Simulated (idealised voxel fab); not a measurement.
process module | voxel self aligned contacts
cross-section cut | 300 nm wide | cells 5 nm
A cross-section is a grid of square cells, given in bands from the top down. A band is one or more rows of cells.
Each band's line starts with the height of the band's top and of its bottom, in nm. Then come its materials from left to right, each with its width in nm. One material with "throughout" fills the band from edge to edge. "air" is empty space.
Height 0 is the level under which the wafer as received is all one material. The lowest band goes on downwards, as in "0 down".
A width such as "30 to 40" changes by the same amount from each row of cells to the next, from the band's top row to its bottom row.
"no change" after a step means that no cell of the cross-section changed.
closed voids: empty space of 8 cells or more with no open way to the top, each as width x height at its distance from the left edge, in nm
after a step's settings: what the simulator itself notes on the step
overlay nm, on a step with a mask: how far to the right of its planned place the mask lay; to the left if negative
plan
1 op RECEIVE | material Si
2 op CONFORMAL_DEP | material SiO2 | thk nm 5
3 op DIRECTIONAL_DEP | material polySi | thk nm 25
4 op DIRECTIONAL_DEP | material SiN | thk nm 20
5 op DIRECTIONAL_DEP | material aC | thk nm 10
6 op PATTERN | tone cover | mask id GATE | material resist | width nm 25 | pitch nm 55 | thk nm 30 | overlay nm 0
7 op DIRECTIONAL_ETCH | etch materials aC | depth nm 10
8 op STRIP | etch materials resist
9 op DIRECTIONAL_ETCH | etch materials SiN | depth nm 20
10 op DIRECTIONAL_ETCH | etch materials polySi | depth nm 25
11 op STRIP | etch materials aC
12 op CONFORMAL_DEP | material SiN | thk nm 5
13 op DIRECTIONAL_ETCH | etch materials SiN | depth nm 5
14 op FILL_DEP | material SiO2 | thk nm 10
15 op CMP | height nm 55
16 op MASKED_ETCH | tone open | mask id CONTACT | width nm 40 | pitch nm 55 | etch materials SiO2 | depth nm 55 | overlay nm 0
17 op CONFORMAL_DEP | material TiN | thk nm 5
18 op FILL_DEP | material W | thk nm 5
19 op CMP | height nm 55
20 op CONFORMAL_DEP | material SiCN | thk nm 5
first wafer, as planned
as received, after step 1
  0 down: Si throughout
  closed voids: none
after step 2
  5 to 0: SiO2 throughout
  below 0: unchanged
after step 3
  30 to 5: polySi throughout
  below 5: unchanged
after step 4
  50 to 30: SiN throughout
  below 30: unchanged
after step 5
  60 to 50: aC throughout
  below 50: unchanged
after step 6
  90 to 60: air 80 | resist 25 | air 30 | resist 25 | air 30 | resist 25 | air 85
  below 60: unchanged
after step 7
  80 to 60: air 80 | resist 25 | air 30 | resist 25 | air 30 | resist 25 | air 85
  60 to 50: air 80 | aC 25 | air 30 | aC 25 | air 30 | aC 25 | air 85
  below 50: unchanged
after step 8
  60 to 50: air 80 | aC 25 | air 30 | aC 25 | air 30 | aC 25 | air 85
  below 50: unchanged
after step 9
  60 to 50: air 80 | aC 25 | air 30 | aC 25 | air 30 | aC 25 | air 85
  50 to 30: air 80 | SiN 25 | air 30 | SiN 25 | air 30 | SiN 25 | air 85
  below 30: unchanged
after step 10
  60 to 50: air 80 | aC 25 | air 30 | aC 25 | air 30 | aC 25 | air 85
  50 to 30: air 80 | SiN 25 | air 30 | SiN 25 | air 30 | SiN 25 | air 85
  30 to 5: air 80 | polySi 25 | air 30 | polySi 25 | air 30 | polySi 25 | air 85
  below 5: unchanged
after step 11
  50 to 30: air 80 | SiN 25 | air 30 | SiN 25 | air 30 | SiN 25 | air 85
  below 30: unchanged
after step 12
  55 to 30: air 75 | SiN 35 | air 20 | SiN 35 | air 20 | SiN 35 | air 80
  30 to 10: air 75 | SiN 5 | polySi 25 | SiN 5 | air 20 | SiN 5 | polySi 25 | SiN 5 | air 20 | SiN 5 | polySi 25 | SiN 5 | air 80
  10 to 5: SiN 80 | polySi 25 | SiN 30 | polySi 25 | SiN 30 | polySi 25 | SiN 85
  below 5: unchanged
after step 13
  50 to 30: air 75 | SiN 35 | air 20 | SiN 35 | air 20 | SiN 35 | air 80
  30 to 5: air 75 | SiN 5 | polySi 25 | SiN 5 | air 20 | SiN 5 | polySi 25 | SiN 5 | air 20 | SiN 5 | polySi 25 | SiN 5 | air 80
  below 5: unchanged
after step 14
  60 to 50: SiO2 throughout
  50 to 30: SiO2 75 | SiN 35 | SiO2 20 | SiN 35 | SiO2 20 | SiN 35 | SiO2 80
  30 to 5: SiO2 75 | SiN 5 | polySi 25 | SiN 5 | SiO2 20 | SiN 5 | polySi 25 | SiN 5 | SiO2 20 | SiN 5 | polySi 25 | SiN 5 | SiO2 80
  below 5: unchanged
after step 15
  55 to 50: SiO2 throughout
  below 50: unchanged
after step 16
  55 to 50: SiO2 100 | air 40 | SiO2 15 | air 40 | SiO2 105
  50 to 30: SiO2 75 | SiN 35 | air 20 | SiN 35 | air 20 | SiN 35 | SiO2 80
  30 to 5: SiO2 75 | SiN 5 | polySi 25 | SiN 5 | air 20 | SiN 5 | polySi 25 | SiN 5 | air 20 | SiN 5 | polySi 25 | SiN 5 | SiO2 80
  5 to 0: SiO2 110 | air 20 | SiO2 35 | air 20 | SiO2 115
  below 0: unchanged
after step 17
  60 to 55: TiN 105 | air 30 | TiN 25 | air 30 | TiN 110
  55 to 50: SiO2 100 | TiN 15 | air 10 | TiN 15 | SiO2 15 | TiN 15 | air 10 | TiN 15 | SiO2 105
  50 to 30: SiO2 75 | SiN 35 | TiN 5 | air 10 | TiN 5 | SiN 35 | TiN 5 | air 10 | TiN 5 | SiN 35 | SiO2 80
  30 to 5: SiO2 75 | SiN 5 | polySi 25 | SiN 5 | TiN 5 | air 10 | TiN 5 | SiN 5 | polySi 25 | SiN 5 | TiN 5 | air 10 | TiN 5 | SiN 5 | polySi 25 | SiN 5 | SiO2 80
  5 to 0: SiO2 110 | TiN 20 | SiO2 35 | TiN 20 | SiO2 115
  below 0: unchanged
after step 18
  65 to 60: W throughout
  60 to 55: TiN 105 | W 30 | TiN 25 | W 30 | TiN 110
  55 to 50: SiO2 100 | TiN 15 | W 10 | TiN 15 | SiO2 15 | TiN 15 | W 10 | TiN 15 | SiO2 105
  50 to 30: SiO2 75 | SiN 35 | TiN 5 | W 10 | TiN 5 | SiN 35 | TiN 5 | W 10 | TiN 5 | SiN 35 | SiO2 80
  30 to 5: SiO2 75 | SiN 5 | polySi 25 | SiN 5 | TiN 5 | W 10 | TiN 5 | SiN 5 | polySi 25 | SiN 5 | TiN 5 | W 10 | TiN 5 | SiN 5 | polySi 25 | SiN 5 | SiO2 80
  below 5: unchanged
after step 19
  55 to 50: SiO2 100 | TiN 15 | W 10 | TiN 15 | SiO2 15 | TiN 15 | W 10 | TiN 15 | SiO2 105
  below 50: unchanged
after step 20
  60 to 55: SiCN throughout
  below 55: unchanged
second wafer: like start, like plan, one mistake. Through step 2 it matches the first wafer
when step 3 should have ended
  55 to 5: polySi throughout
  below 5: unchanged
when step 4 should have ended
  75 to 55: SiN throughout
  below 55: unchanged
when step 5 should have ended
  85 to 75: aC throughout
  below 75: unchanged
when step 6 should have ended
  115 to 85: air 80 | resist 25 | air 30 | resist 25 | air 30 | resist 25 | air 85
  below 85: unchanged
when step 7 should have ended
  105 to 85: air 80 | resist 25 | air 30 | resist 25 | air 30 | resist 25 | air 85
  85 to 75: air 80 | aC 25 | air 30 | aC 25 | air 30 | aC 25 | air 85
  below 75: unchanged
when step 8 should have ended
  85 to 75: air 80 | aC 25 | air 30 | aC 25 | air 30 | aC 25 | air 85
  below 75: unchanged
when step 9 should have ended
  85 to 75: air 80 | aC 25 | air 30 | aC 25 | air 30 | aC 25 | air 85
  75 to 55: air 80 | SiN 25 | air 30 | SiN 25 | air 30 | SiN 25 | air 85
  below 55: unchanged
when step 10 should have ended
  85 to 75: air 80 | aC 25 | air 30 | aC 25 | air 30 | aC 25 | air 85
  75 to 55: air 80 | SiN 25 | air 30 | SiN 25 | air 30 | SiN 25 | air 85
  55 to 30: air 80 | polySi 25 | air 30 | polySi 25 | air 30 | polySi 25 | air 85
  below 30: unchanged
when step 11 should have ended
  75 to 55: air 80 | SiN 25 | air 30 | SiN 25 | air 30 | SiN 25 | air 85
  below 55: unchanged
when step 12 should have ended
  80 to 55: air 75 | SiN 35 | air 20 | SiN 35 | air 20 | SiN 35 | air 80
  55 to 35: air 75 | SiN 5 | polySi 25 | SiN 5 | air 20 | SiN 5 | polySi 25 | SiN 5 | air 20 | SiN 5 | polySi 25 | SiN 5 | air 80
  35 to 30: SiN 80 | polySi 25 | SiN 30 | polySi 25 | SiN 30 | polySi 25 | SiN 85
  below 30: unchanged
when step 13 should have ended
  75 to 55: air 75 | SiN 35 | air 20 | SiN 35 | air 20 | SiN 35 | air 80
  55 to 30: air 75 | SiN 5 | polySi 25 | SiN 5 | air 20 | SiN 5 | polySi 25 | SiN 5 | air 20 | SiN 5 | polySi 25 | SiN 5 | air 80
  below 30: unchanged
when step 14 should have ended
  85 to 75: SiO2 throughout
  75 to 55: SiO2 75 | SiN 35 | SiO2 20 | SiN 35 | SiO2 20 | SiN 35 | SiO2 80
  55 to 30: SiO2 75 | SiN 5 | polySi 25 | SiN 5 | SiO2 20 | SiN 5 | polySi 25 | SiN 5 | SiO2 20 | SiN 5 | polySi 25 | SiN 5 | SiO2 80
  below 30: unchanged
when step 15 should have ended
  55 to 30: SiO2 75 | SiN 5 | polySi 25 | SiN 5 | SiO2 20 | SiN 5 | polySi 25 | SiN 5 | SiO2 20 | SiN 5 | polySi 25 | SiN 5 | SiO2 80
  below 30: unchanged
when step 16 should have ended
  55 to 30: SiO2 75 | SiN 5 | polySi 25 | SiN 5 | air 20 | SiN 5 | polySi 25 | SiN 5 | air 20 | SiN 5 | polySi 25 | SiN 5 | SiO2 80
  below 30: unchanged
when step 17 should have ended
  60 to 55: TiN 115 | air 10 | TiN 45 | air 10 | TiN 120
  55 to 35: SiO2 75 | SiN 5 | polySi 25 | SiN 5 | TiN 5 | air 10 | TiN 5 | SiN 5 | polySi 25 | SiN 5 | TiN 5 | air 10 | TiN 5 | SiN 5 | polySi 25 | SiN 5 | SiO2 80
  35 to 30: SiO2 75 | SiN 5 | polySi 25 | SiN 5 | TiN 20 | SiN 5 | polySi 25 | SiN 5 | TiN 20 | SiN 5 | polySi 25 | SiN 5 | SiO2 80
  below 30: unchanged
when step 18 should have ended
  65 to 60: W throughout
  60 to 55: TiN 115 | W 10 | TiN 45 | W 10 | TiN 120
  55 to 35: SiO2 75 | SiN 5 | polySi 25 | SiN 5 | TiN 5 | W 10 | TiN 5 | SiN 5 | polySi 25 | SiN 5 | TiN 5 | W 10 | TiN 5 | SiN 5 | polySi 25 | SiN 5 | SiO2 80
  below 35: unchanged
when step 19 should have ended
  55 to 35: SiO2 75 | SiN 5 | polySi 25 | SiN 5 | TiN 5 | W 10 | TiN 5 | SiN 5 | polySi 25 | SiN 5 | TiN 5 | W 10 | TiN 5 | SiN 5 | polySi 25 | SiN 5 | SiO2 80
  below 35: unchanged
when step 20 should have ended
  60 to 55: SiCN throughout
  below 55: unchanged
what went wrong: step 3 was run twice
at the end the second wafer has, in cells: 84 fewer of SiN | 160 fewer of SiO2 | 32 fewer of TiN | 24 fewer of W | 300 more of polySi
